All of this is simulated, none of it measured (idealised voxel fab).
Process module heading - voxel tone inversion
Square cells of 5 nm make up the cross-section cut, whose width is 275 nm.
Square cells in a grid make up a cross-section in this document, and the grid is given as bands, listed from the top down, each one or more rows of cells.
Quick guide to a band line: top height, bottom height (nm) up front; then every material left to right with its width in nm. Only one material and it's marked "full width"? Then it fills the band edge to edge. And "air" just means empty space.
Height 0 is the level under which the wafer as received is all one material. The lowest band goes on downwards, as in "0 down".
Graded width ("30..40"): value in top row of band = first number; value in bottom row = second number; row-to-row change constant.
You'll sometimes find "same as before" written for a step, and that's the way of saying that nowhere in the cross-section did a cell change during that step.
Entry "Sealed voids" = empty spaces >= 8 cells with no open way to the top; each as width x height at distance, distance from left edge, all nm.
Note: text after step settings on the step line = simulator remark on that step.
A step line may carry the setting "overlay nm", which, for steps involving a mask, states the distance by which the mask lay to the right of its intended position; negative values denote displacement to the left.

THE FOLLOWING LIST GIVES THE PLANNED PROCESS STEPS
1,RECEIVE [material Si]
2,CONFORMAL_DEP [material SiN] [thk nm 5]
3,DIRECTIONAL_DEP [material polySi] [thk nm 20]
4,PATTERN [tone cover] [mask id POSTS] [material resist] [width nm 15] [pitch nm 40] [thk nm 25] [overlay nm 0]
5,DIRECTIONAL_ETCH [etch materials polySi] [depth nm 20]
6,STRIP [etch materials resist]
7,FILL_DEP [material lowk] [thk nm 5]
8,CMP [height nm 25]
9,STRIP [etch materials polySi]
10,CONFORMAL_DEP [material TiN] [thk nm 5]
11,FILL_DEP [material Ru] [thk nm 10]
12,CMP [height nm 25]
13,CONFORMAL_DEP [material SiCN] [thk nm 5]

THE FOLLOWING PERTAINS TO THE FIRST OF TWO WAFERS, WHICH WAS PROCESSED AS PLANNED

WAFER CROSS-SECTION ON RECEIPT, I.E. AFTER STEP 1
	0 down | Si full width
	Sealed voids: none

ONCE STEP 2 IS THROUGH, THE WAFER LOOKS LIKE THIS IN CROSS-SECTION
	5 to 0 | SiN full width
	For the remainder of the cross-section, below 0, there is no change.

ONCE STEP 3 IS THROUGH, THE WAFER LOOKS LIKE THIS IN CROSS-SECTION
	25 to 5 | polySi full width
	For the remainder of the cross-section, below 5, there is no change.

ONCE STEP 4 IS THROUGH, THE WAFER LOOKS LIKE THIS IN CROSS-SECTION
	50 to 25 | air (70), resist (15), air (25), resist (15), air (25), resist (15), air (25), resist (15), air (70)
	For the remainder of the cross-section, below 25, there is no change.

ONCE STEP 5 IS THROUGH, THE WAFER LOOKS LIKE THIS IN CROSS-SECTION
	50 to 25 | air (70), resist (15), air (25), resist (15), air (25), resist (15), air (25), resist (15), air (70)
	25 to 5 | air (70), polySi (15), air (25), polySi (15), air (25), polySi (15), air (25), polySi (15), air (70)
	For the remainder of the cross-section, below 5, there is no change.

ONCE STEP 6 IS THROUGH, THE WAFER LOOKS LIKE THIS IN CROSS-SECTION
	25 to 5 | air (70), polySi (15), air (25), polySi (15), air (25), polySi (15), air (25), polySi (15), air (70)
	For the remainder of the cross-section, below 5, there is no change.

ONCE STEP 7 IS THROUGH, THE WAFER LOOKS LIKE THIS IN CROSS-SECTION
	30 to 25 | lowk full width
	25 to 5 | lowk (70), polySi (15), lowk (25), polySi (15), lowk (25), polySi (15), lowk (25), polySi (15), lowk (70)
	For the remainder of the cross-section, below 5, there is no change.

ONCE STEP 8 IS THROUGH, THE WAFER LOOKS LIKE THIS IN CROSS-SECTION
	25 to 5 | lowk (70), polySi (15), lowk (25), polySi (15), lowk (25), polySi (15), lowk (25), polySi (15), lowk (70)
	For the remainder of the cross-section, below 5, there is no change.

ONCE STEP 9 IS THROUGH, THE WAFER LOOKS LIKE THIS IN CROSS-SECTION
	25 to 5 | lowk (70), air (15), lowk (25), air (15), lowk (25), air (15), lowk (25), air (15), lowk (70)
	For the remainder of the cross-section, below 5, there is no change.

ONCE STEP 10 IS THROUGH, THE WAFER LOOKS LIKE THIS IN CROSS-SECTION
	30 to 25 | TiN (75), air (5), TiN (35), air (5), TiN (35), air (5), TiN (35), air (5), TiN (75)
	25 to 10 | lowk (70), TiN (5), air (5), TiN (5), lowk (25), TiN (5), air (5), TiN (5), lowk (25), TiN (5), air (5), TiN (5), lowk (25), TiN (5), air (5), TiN (5), lowk (70)
	10 to 5 | lowk (70), TiN (15), lowk (25), TiN (15), lowk (25), TiN (15), lowk (25), TiN (15), lowk (70)
	For the remainder of the cross-section, below 5, there is no change.

ONCE STEP 11 IS THROUGH, THE WAFER LOOKS LIKE THIS IN CROSS-SECTION
	40 to 30 | Ru full width
	30 to 25 | TiN (75), Ru (5), TiN (35), Ru (5), TiN (35), Ru (5), TiN (35), Ru (5), TiN (75)
	25 to 10 | lowk (70), TiN (5), Ru (5), TiN (5), lowk (25), TiN (5), Ru (5), TiN (5), lowk (25), TiN (5), Ru (5), TiN (5), lowk (25), TiN (5), Ru (5), TiN (5), lowk (70)
	For the remainder of the cross-section, below 10, there is no change.

ONCE STEP 12 IS THROUGH, THE WAFER LOOKS LIKE THIS IN CROSS-SECTION
	25 to 10 | lowk (70), TiN (5), Ru (5), TiN (5), lowk (25), TiN (5), Ru (5), TiN (5), lowk (25), TiN (5), Ru (5), TiN (5), lowk (25), TiN (5), Ru (5), TiN (5), lowk (70)
	For the remainder of the cross-section, below 10, there is no change.

ONCE STEP 13 IS THROUGH, THE WAFER LOOKS LIKE THIS IN CROSS-SECTION
	30 to 25 | SiCN full width
	For the remainder of the cross-section, below 25, there is no change.

OKAY, SECOND WAFER. NOTHING DIFFERENT AT THE START, NOTHING DIFFERENT IN THE PLAN, JUST ONE MISTAKE SOMEWHERE IN THE RUNNING. AS FAR AS STEP 3, COUNTING THAT STEP, IT'S THE FIRST WAFER ALL OVER AGAIN

SECOND WAFER CROSS-SECTION, TAKEN AS OF THE TIME THE PLAN SETS FOR STEP 4 TO BE DONE
	50 to 25 | air (65), resist (25), air (15), resist (25), air (15), resist (25), air (15), resist (25), air (65)
	For the remainder of the cross-section, below 25, there is no change.

SECOND WAFER CROSS-SECTION, TAKEN AS OF THE TIME THE PLAN SETS FOR STEP 5 TO BE DONE
	50 to 25 | air (65), resist (25), air (15), resist (25), air (15), resist (25), air (15), resist (25), air (65)
	25 to 5 | air (65), polySi (25), air (15), polySi (25), air (15), polySi (25), air (15), polySi (25), air (65)
	For the remainder of the cross-section, below 5, there is no change.

SECOND WAFER CROSS-SECTION, TAKEN AS OF THE TIME THE PLAN SETS FOR STEP 6 TO BE DONE
	25 to 5 | air (65), polySi (25), air (15), polySi (25), air (15), polySi (25), air (15), polySi (25), air (65)
	For the remainder of the cross-section, below 5, there is no change.

SECOND WAFER CROSS-SECTION, TAKEN AS OF THE TIME THE PLAN SETS FOR STEP 7 TO BE DONE
	30 to 25 | lowk full width
	25 to 5 | lowk (65), polySi (25), lowk (15), polySi (25), lowk (15), polySi (25), lowk (15), polySi (25), lowk (65)
	For the remainder of the cross-section, below 5, there is no change.

SECOND WAFER CROSS-SECTION, TAKEN AS OF THE TIME THE PLAN SETS FOR STEP 8 TO BE DONE
	25 to 5 | lowk (65), polySi (25), lowk (15), polySi (25), lowk (15), polySi (25), lowk (15), polySi (25), lowk (65)
	For the remainder of the cross-section, below 5, there is no change.

SECOND WAFER CROSS-SECTION, TAKEN AS OF THE TIME THE PLAN SETS FOR STEP 9 TO BE DONE
	25 to 5 | lowk (65), air (25), lowk (15), air (25), lowk (15), air (25), lowk (15), air (25), lowk (65)
	For the remainder of the cross-section, below 5, there is no change.

SECOND WAFER CROSS-SECTION, TAKEN AS OF THE TIME THE PLAN SETS FOR STEP 10 TO BE DONE
	30 to 25 | TiN (70), air (15), TiN (25), air (15), TiN (25), air (15), TiN (25), air (15), TiN (70)
	25 to 10 | lowk (65), TiN (5), air (15), TiN (5), lowk (15), TiN (5), air (15), TiN (5), lowk (15), TiN (5), air (15), TiN (5), lowk (15), TiN (5), air (15), TiN (5), lowk (65)
	10 to 5 | lowk (65), TiN (25), lowk (15), TiN (25), lowk (15), TiN (25), lowk (15), TiN (25), lowk (65)
	For the remainder of the cross-section, below 5, there is no change.

SECOND WAFER CROSS-SECTION, TAKEN AS OF THE TIME THE PLAN SETS FOR STEP 11 TO BE DONE
	40 to 30 | Ru full width
	30 to 25 | TiN (70), Ru (15), TiN (25), Ru (15), TiN (25), Ru (15), TiN (25), Ru (15), TiN (70)
	25 to 10 | lowk (65), TiN (5), Ru (15), TiN (5), lowk (15), TiN (5), Ru (15), TiN (5), lowk (15), TiN (5), Ru (15), TiN (5), lowk (15), TiN (5), Ru (15), TiN (5), lowk (65)
	For the remainder of the cross-section, below 10, there is no change.

SECOND WAFER CROSS-SECTION, TAKEN AS OF THE TIME THE PLAN SETS FOR STEP 12 TO BE DONE
	25 to 10 | lowk (65), TiN (5), Ru (15), TiN (5), lowk (15), TiN (5), Ru (15), TiN (5), lowk (15), TiN (5), Ru (15), TiN (5), lowk (15), TiN (5), Ru (15), TiN (5), lowk (65)
	For the remainder of the cross-section, below 10, there is no change.

SECOND WAFER CROSS-SECTION, TAKEN AS OF THE TIME THE PLAN SETS FOR STEP 13 TO BE DONE
	30 to 25 | SiCN full width
	For the remainder of the cross-section, below 25, there is no change.
Against the plan, the run slipped here: step 4 off recipe, ran as PATTERN [tone cover] [mask id POSTS] [material resist] [width nm 25] [pitch nm 40] [thk nm 25] [overlay nm 0]
Upon completion, the second wafer contains, in terms of cells, a greater or smaller amount of certain materials than the first wafer: Ru +24; TiN +8; lowk -32
